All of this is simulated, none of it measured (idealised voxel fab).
The name of this process module is voxel fin reveal.
Displayed cross-section: cut, width of 255 nm, square cells sized 5 nm.
This document writes a cross-section as a grid whose cells are square, and gives it as bands, listed from the top down; one or more rows of cells form a band. For a band, the entry starts with two heights in nm, that of the top and then that of the bottom, and carries on with the band's materials in order from left to right, each alongside its width in nm; the word "throughout" beside a single material means it fills the band edge to edge, and "empty" means empty space. The reference from which all heights are counted is 0, the level beneath which the as-received wafer is entirely one material; the lowest band, having no lower bound, proceeds downward and is written after the example "0 down". It should be noted that a width expressed as "30..40" varies in equal increments from row to row of cells within the band, taking the value of the first number at the top row and that of the second number at the bottom row. Reading "all unchanged" for a step: not a cell of the cross-section changed in it. Closed empty spaces (no open way to the top) of 8 cells or more are what "Listed closed voids" lists, each as width x height at distance from the left edge, nm for all three. Step line, after settings: the simulator's comment on this step. If you see "overlay nm" on a step's line and that step has a mask, it's telling you how far right of where it was planned the mask ended up; a negative number means it went left instead.

The process steps that were planned are listed below:
1: RECEIVE (material Si)
2: CONFORMAL_DEP (material SiN; thk nm 10)
3: MASKED_ETCH (tone cover; mask id FINS; width nm 15; pitch nm 35; etch materials SiN; depth nm 10; overlay nm 0)
4: MASKED_ETCH (tone cover; mask id FINS; width nm 15; pitch nm 35; etch materials Si; depth nm 35; overlay nm 0)
5: FILL_DEP (material SiO2; thk nm 15)
6: CMP (height nm 10)
7: SELECTIVE_ETCH (etch materials SiO2; depth nm 20)
8: STRIP (etch materials SiN)

Cross-section, incoming material, after step 1:
  0 down: Si throughout
  Listed closed voids: none

Look at the cross-section after the module: the wafer started out the way shown above and the plan was the one shown above, yet one mistake was made along the way:
  10 to 0: 65 nm empty, 15 nm SiN, 20 nm empty, 15 nm SiN, 20 nm empty, 15 nm SiN, 20 nm empty, 15 nm SiN, 70 nm empty
  0 to -35: 65 nm empty, 15 nm Si, 20 nm empty, 15 nm Si, 20 nm empty, 15 nm Si, 20 nm empty, 15 nm Si, 70 nm empty
  -35 down: Si throughout
  Listed closed voids: none
Heads up, the wafer didn't run the way we planned it: step 8 was not run as planned; what actually ran was STRIP (etch materials SiO2)
